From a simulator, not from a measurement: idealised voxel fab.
process module | voxel wiring stack
cross-section cut | 235 nm wide | cells 5 nm
A cross-section is a grid of square cells, given in bands from the top down. A band is one or more rows of cells.
Each band's line starts with the height of the band's top and of its bottom, in nm. Then come its materials from left to right, each with its width in nm. One material with "throughout" fills the band from edge to edge. "air" is empty space.
Height 0 is the level under which the wafer as received is all one material. The lowest band goes on downwards, as in "0 down".
A width such as "30 to 40" changes by the same amount from each row of cells to the next, from the band's top row to its bottom row.
"no change" after a step means that no cell of the cross-section changed.
closed voids: empty space of 8 cells or more with no open way to the top, each as width x height at its distance from the left edge, in nm
after a step's settings: what the simulator itself notes on the step
overlay nm, on a step with a mask: how far to the right of its planned place the mask lay; to the left if negative
plan
1 op RECEIVE | material Si
2 op CONFORMAL_DEP | material SiO2 | thk nm 15
3 op CONFORMAL_DEP | material SiCN | thk nm 5
4 op DIRECTIONAL_DEP | material SiO2 | thk nm 20
5 op PATTERN | tone open | mask id METAL_1 | material resist | width nm 20 | pitch nm 40 | thk nm 20 | overlay nm 0
6 op DIRECTIONAL_ETCH | etch materials SiO2 | depth nm 20
7 op DIRECTIONAL_ETCH | etch materials SiCN | depth nm 5
8 op STRIP | etch materials resist
9 op CONFORMAL_DEP | material TiN | thk nm 5
10 op FILL_DEP | material Ru | thk nm 10
11 op CMP | height nm 40
12 op EPI | material Ru | thk nm 5
13 op FILL_DEP | material SiCN | thk nm 5
14 op DIRECTIONAL_DEP | material lowk | thk nm 35
15 op DIRECTIONAL_DEP | material aC | thk nm 10
16 op PATTERN | tone open | mask id METAL_2 | material resist | width nm 20 | pitch nm 40 | thk nm 25 | overlay nm 0
17 op DIRECTIONAL_ETCH | etch materials aC | depth nm 10
18 op STRIP | etch materials resist
19 op DIRECTIONAL_ETCH | etch materials lowk | depth nm 20
20 op STRIP | etch materials aC
21 op PATTERN | tone open | mask id METAL_2_HOLES | material resist | width nm 15 | pitch nm 80 | thk nm 20 | overlay nm 0
22 op DIRECTIONAL_ETCH | etch materials lowk | depth nm 15
23 op DIRECTIONAL_ETCH | etch materials SiCN | depth nm 5
24 op STRIP | etch materials resist
25 op CONFORMAL_DEP | material TiN | thk nm 5
26 op FILL_DEP | material Cu | thk nm 5
27 op CMP | height nm 85
28 op CONFORMAL_DEP | material SiCN | thk nm 5
29 op DIRECTIONAL_DEP | material lowk | thk nm 10
30 op MASKED_ETCH | tone open | mask id PLUG_2 | width nm 15 | pitch nm 40 | etch materials lowk | depth nm 10 | overlay nm 0
31 op MASKED_ETCH | tone open | mask id PLUG_2 | width nm 15 | pitch nm 40 | etch materials SiCN | depth nm 5 | overlay nm 0
32 op CONFORMAL_DEP | material TiN | thk nm 5
33 op FILL_DEP | material Ru | thk nm 10
34 op CMP | height nm 100
35 op DIRECTIONAL_DEP | material TiN | thk nm 5
36 op DIRECTIONAL_DEP | material Ru | thk nm 15
37 op MASKED_ETCH | tone cover | mask id METAL_3 | width nm 20 | pitch nm 40 | etch materials Ru | depth nm 15 | overlay nm 0
38 op MASKED_ETCH | tone cover | mask id METAL_3 | width nm 20 | pitch nm 40 | etch materials TiN | depth nm 5 | overlay nm 0
39 op FILL_DEP | material SiO2 | thk nm 10
40 op CMP | height nm 120
41 op CONFORMAL_DEP | material SiCN | thk nm 5
42 op DIRECTIONAL_DEP | material lowk | thk nm 10
43 op DIRECTIONAL_DEP | material aC | thk nm 15
44 op PATTERN | tone open | mask id PLUG_3 | material resist | width nm 15 | pitch nm 80 | thk nm 35 | overlay nm 0
45 op DIRECTIONAL_ETCH | etch materials aC | depth nm 15
46 op STRIP | etch materials resist
47 op DIRECTIONAL_ETCH | etch materials lowk | depth nm 10
48 op DIRECTIONAL_ETCH | etch materials SiCN | depth nm 5
49 op STRIP | etch materials aC
50 op CONFORMAL_DEP | material TiN | thk nm 5
51 op FILL_DEP | material Ru | thk nm 10
52 op CMP | height nm 135
53 op CONFORMAL_DEP | material SiCN | thk nm 5
54 op DIRECTIONAL_DEP | material SiO2 | thk nm 15
55 op PATTERN | tone open | mask id METAL_4 | material resist | width nm 20 | pitch nm 40 | thk nm 15 | overlay nm 0
56 op DIRECTIONAL_ETCH | etch materials SiO2 | depth nm 15
57 op DIRECTIONAL_ETCH | etch materials SiCN | depth nm 5
58 op STRIP | etch materials resist
59 op CONFORMAL_DEP | material TiN | thk nm 5
60 op FILL_DEP | material Cu | thk nm 5
61 op CMP | height nm 155
62 op CONFORMAL_DEP | material SiN | thk nm 5
as received, after step 1
  0 down: Si throughout
  closed voids: none
first wafer at the end, as planned
  160 to 155: SiN throughout
  155 to 140: SiO2 45 | TiN 5 | Cu 10 | TiN 5 | SiO2 20 | TiN 5 | Cu 10 | TiN 5 | SiO2 20 | TiN 5 | Cu 10 | TiN 5 | SiO2 20 | TiN 5 | Cu 10 | TiN 5 | SiO2 50
  140 to 135: SiCN 45 | TiN 20 | SiCN 20 | TiN 20 | SiCN 20 | TiN 20 | SiCN 20 | TiN 20 | SiCN 50
  135 to 125: lowk 45 | TiN 5 | Ru 5 | TiN 5 | lowk 65 | TiN 5 | Ru 5 | TiN 5 | lowk 95
  125 to 120: SiCN 45 | TiN 15 | SiCN 65 | TiN 15 | SiCN 95
  120 to 105: SiO2 45 | Ru 20 | SiO2 20 | Ru 20 | SiO2 20 | Ru 20 | SiO2 20 | Ru 20 | SiO2 50
  105 to 100: SiO2 45 | TiN 20 | SiO2 20 | TiN 20 | SiO2 20 | TiN 20 | SiO2 20 | TiN 20 | SiO2 50
  100 to 90: lowk 45 | TiN 5 | Ru 5 | TiN 5 | lowk 25 | TiN 5 | Ru 5 | TiN 5 | lowk 25 | TiN 5 | Ru 5 | TiN 5 | lowk 25 | TiN 5 | Ru 5 | TiN 5 | lowk 55
  90 to 85: SiCN 45 | TiN 15 | SiCN 25 | TiN 15 | SiCN 25 | TiN 15 | SiCN 25 | TiN 15 | SiCN 55
  85 to 70: lowk 45 | TiN 5 | Cu 10 | TiN 5 | lowk 20 | TiN 5 | Cu 10 | TiN 5 | lowk 20 | TiN 5 | Cu 10 | TiN 5 | lowk 20 | TiN 5 | Cu 10 | TiN 5 | lowk 50
  70 to 65: lowk 45 | TiN 5 | Cu 5 | TiN 10 | lowk 20 | TiN 20 | lowk 20 | TiN 5 | Cu 5 | TiN 10 | lowk 20 | TiN 20 | lowk 50
  65 to 50: lowk 45 | TiN 5 | Cu 5 | TiN 5 | lowk 65 | TiN 5 | Cu 5 | TiN 5 | lowk 95
  50 to 45: SiCN 45 | TiN 15 | SiCN 65 | TiN 15 | SiCN 95
  45 to 40: SiCN 40 | Ru 30 | SiCN 10 | Ru 30 | SiCN 10 | Ru 30 | SiCN 10 | Ru 30 | SiCN 45
  40 to 20: SiO2 45 | TiN 5 | Ru 10 | TiN 5 | SiO2 20 | TiN 5 | Ru 10 | TiN 5 | SiO2 20 | TiN 5 | Ru 10 | TiN 5 | SiO2 20 | TiN 5 | Ru 10 | TiN 5 | SiO2 50
  20 to 15: SiCN 45 | TiN 20 | SiCN 20 | TiN 20 | SiCN 20 | TiN 20 | SiCN 20 | TiN 20 | SiCN 50
  15 to 0: SiO2 throughout
  0 down: Si throughout
  closed voids: none
second wafer at the end: like start, like plan, one mistake
  160 to 155: SiN throughout
  155 to 140: SiO2 45 | TiN 5 | Cu 10 | TiN 5 | SiO2 20 | TiN 5 | Cu 10 | TiN 5 | SiO2 20 | TiN 5 | Cu 10 | TiN 5 | SiO2 20 | TiN 5 | Cu 10 | TiN 5 | SiO2 50
  140 to 135: SiCN 45 | TiN 20 | SiCN 20 | TiN 20 | SiCN 20 | TiN 20 | SiCN 20 | TiN 20 | SiCN 50
  135 to 125: lowk 45 | TiN 5 | Ru 5 | TiN 5 | lowk 65 | TiN 5 | Ru 5 | TiN 5 | lowk 95
  125 to 120: SiCN 45 | TiN 15 | SiCN 65 | TiN 15 | SiCN 95
  120 to 105: SiO2 45 | Ru 20 | SiO2 20 | Ru 20 | SiO2 20 | Ru 20 | SiO2 20 | Ru 20 | SiO2 50
  105 to 100: SiO2 45 | TiN 20 | SiO2 20 | TiN 20 | SiO2 20 | TiN 20 | SiO2 20 | TiN 20 | SiO2 50
  100 to 90: lowk 45 | TiN 5 | Ru 5 | TiN 5 | lowk 25 | TiN 5 | Ru 5 | TiN 5 | lowk 25 | TiN 5 | Ru 5 | TiN 5 | lowk 25 | TiN 5 | Ru 5 | TiN 5 | lowk 55
  90 to 85: SiCN 45 | TiN 15 | SiCN 25 | TiN 15 | SiCN 25 | TiN 15 | SiCN 25 | TiN 15 | SiCN 55
  85 to 75: lowk 45 | TiN 5 | Cu 10 | TiN 5 | lowk 25 | TiN 5 | Cu 5 | TiN 5 | lowk 20 | TiN 5 | Cu 10 | TiN 5 | lowk 25 | TiN 5 | Cu 5 | TiN 5 | lowk 50
  75 to 70: lowk 45 | TiN 10 | Cu 5 | TiN 5 | lowk 25 | TiN 5 | Cu 5 | TiN 5 | lowk 20 | TiN 10 | Cu 5 | TiN 5 | lowk 25 | TiN 5 | Cu 5 | TiN 5 | lowk 50
  70 to 65: lowk 50 | TiN 15 | lowk 25 | TiN 15 | lowk 25 | TiN 15 | lowk 25 | TiN 15 | lowk 50
  65 to 50: lowk 50 | TiN 10 | lowk 70 | TiN 10 | lowk 95
  50 to 45: SiCN 50 | TiN 10 | SiCN 70 | TiN 10 | SiCN 95
  45 to 40: SiCN 40 | Ru 30 | SiCN 10 | Ru 30 | SiCN 10 | Ru 30 | SiCN 10 | Ru 30 | SiCN 45
  40 to 20: SiO2 45 | TiN 5 | Ru 10 | TiN 5 | SiO2 20 | TiN 5 | Ru 10 | TiN 5 | SiO2 20 | TiN 5 | Ru 10 | TiN 5 | SiO2 20 | TiN 5 | Ru 10 | TiN 5 | SiO2 50
  20 to 15: SiCN 45 | TiN 20 | SiCN 20 | TiN 20 | SiCN 20 | TiN 20 | SiCN 20 | TiN 20 | SiCN 50
  15 to 0: SiO2 throughout
  0 down: Si throughout
  closed voids: none
what went wrong: step 16 ran as: op PATTERN | tone open | mask id METAL_2 | material resist | width nm 15 | pitch nm 40 | thk nm 25 | overlay nm 0
at the end the second wafer has, in cells: 16 fewer of Cu | 2 more of SiCN | 2 fewer of TiN | 16 more of lowk
